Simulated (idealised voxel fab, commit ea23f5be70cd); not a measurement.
Presented below is a process module, voxel released beams.
Cross-sectional view cut (width: 160 nm; square cell size: 5 nm).
Each cross-section below is a grid of square cells, stated as bands in top-down order, with one or more rows of cells making up each band.
A band entry consists of two parts. The first gives the height of the band's top and the height of its bottom, in nm. The rest lists the band's materials from left to right, each with its width in nm. A single material labelled with the word "edge to edge" fills the band from edge to edge, and the word "air" marks empty space.
Note: height 0 marks the level under which the wafer is uniformly one material as received. Lowest band unbounded below, written "0 -> down".
The notation "30 to 40" denotes a width that varies across the rows of cells in the band, beginning at the first number in the top row, finishing at the second number in the bottom row, and changing by an identical amount from each row to the next.
You'll sometimes find "remained the same" written for a step, and that's the way of saying that nowhere in the cross-section did a cell change during that step.
Basically, "Closed void entries" tells you about the enclosed voids: empty spaces with no open way to the top, 8 cells or bigger, each written width x height at distance, where distance is from the left edge, all in nm.
Note: text after step settings on the step line = simulator remark on that step.
"overlay nm" answers the question of how far to the right of plan the mask lay on a step that has a mask, and when it is negative the answer is to the left.
**Here's what the planned process steps look like**
- 1: op RECEIVE | material Si
- 2: op CONFORMAL_DEP | material Al2O3 | thk nm 5
- 3: op DIRECTIONAL_DEP | material SiO2 | thk nm 20
- 4: op DIRECTIONAL_DEP | material aC | thk nm 10
- 5: op PATTERN | tone open | mask id ANCHOR | material resist | width nm 25 | thk nm 25 | overlay nm -15
- 6: op DIRECTIONAL_ETCH | etch materials aC | depth nm 10
- 7: op STRIP | etch materials resist
- 8: op DIRECTIONAL_ETCH | etch materials SiO2 | depth nm 20
- 9: op STRIP | etch materials aC
- 10: op CONFORMAL_DEP | material polySi | thk nm 10
- 11: op PATTERN | tone cover | mask id BEAM | material resist | width nm 90 | thk nm 15 | overlay nm 0
- 12: op DIRECTIONAL_ETCH | etch materials polySi | depth nm 10
- 13: op STRIP | etch materials resist
- 14: op STRIP | etch materials SiO2
Same starting wafers, different overlay nm at step 5. Plan value belongs to the first wafer.
**The first of several wafers, as received after step 1, seen in section**
  0 -> down = Si edge to edge
  Closed void entries: none
**The cross-section of the first of several wafers is given below for the end of the module, after its final step, step 14**
  35 -> 25 = 35 of air | 85 of polySi | 40 of air
  25 -> 15 = 20 of air | 10 of polySi | 5 of air | 10 of polySi | 115 of air
  15 -> 5 = 20 of air | 25 of polySi | 115 of air
  5 -> 0 = Al2O3 edge to edge
  0 -> down = Si edge to edge
  Closed void entries: none
**Sectional view of the last wafer upon completion of the module**
  35 -> 25 = 30 of air | 30 of polySi | 5 of air | 55 of polySi | 40 of air
  25 -> 15 = 50 of air | 10 of polySi | 5 of air | 10 of polySi | 85 of air
  15 -> 5 = 50 of air | 25 of polySi | 85 of air
  5 -> 0 = Al2O3 edge to edge
  0 -> down = Si edge to edge
  Closed void entries: none
**each wafer at the end: cells of each material gained (+) or lost (-) since it was received, then its closed voids**
overlay nm -15 | +32 Al2O3 | +52 polySi | Closed void entries: none
overlay nm -10 | +32 Al2O3 | +52 polySi | Closed void entries: none
overlay nm -5 | +32 Al2O3 | +52 polySi | Closed void entries: none
overlay nm 0 | +32 Al2O3 | +52 polySi | Closed void entries: none
overlay nm 5 | +32 Al2O3 | +52 polySi | Closed void entries: none
overlay nm 10 | +32 Al2O3 | +52 polySi | Closed void entries: none
overlay nm 15 | +32 Al2O3 | +52 polySi | Closed void entries: none
